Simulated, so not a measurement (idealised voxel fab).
Process module heading - voxel fin reveal
The cross-section shown here is cut; it is 180 nm wide and divided into square cells measuring 5 nm on a side.
Each cross-section below is a grid of square cells, stated as bands in top-down order, with one or more rows of cells making up each band. What a band's entry tells you: where the top is and where the bottom is, as heights in nm, and after that what lies inside, material by material from left to right, each with its width in nm. Empty space is written as the word "empty", and a single material marked with the word "all across" occupies the band from edge to edge. Measure heights from 0. That's the level where, below it, the as-received wafer is all one material. The lowest band is bottomless and extends downward; write it as in "0..down". Per-row width for "30 to 40": begins at first number (top row of band), ends at second number (bottom row), increment between rows held constant. Step note "left unchanged" = no cross-section cell changed. Listed in "Closed void listing": every empty space of 8 or more cells without an open way to the top. Form: width x height at distance, the distance being from the left edge, all in nm. Step line, after settings: the simulator's comment on this step. overlay nm: how far to the right of its planned place the mask lay on this masked step (negative: to the left).

List of planned process steps
1 RECEIVE, material Si
2 CONFORMAL_DEP, material SiN, thk nm 10
3 MASKED_ETCH, tone cover, mask id FINS, width nm 15, pitch nm 40, etch materials SiN, depth nm 10, overlay nm 0
4 MASKED_ETCH, tone cover, mask id FINS, width nm 15, pitch nm 40, etch materials Si, depth nm 30, overlay nm 0
5 FILL_DEP, material SiO2, thk nm 5
6 CMP, height nm 10
7 SELECTIVE_ETCH, etch materials SiO2, depth nm 25
8 STRIP, etch materials SiN

As-received wafer cross-section (after step 1)
  0..down: Si all across
  Closed void listing: none

This is how the wafer looks in cross-section once the module is done, given the starting state and plan above and one mistake in carrying the plan out
  10..0: 60 nm empty / 15 nm SiN / 25 nm empty / 15 nm SiN / 65 nm empty
  0..-30: 60 nm empty / 15 nm Si / 25 nm empty / 15 nm Si / 65 nm empty
  -30..down: Si all across
  Closed void listing: none
what went wrong: for step 8, the planned setting was not used; the step was instead run as STRIP, etch materials SiO2
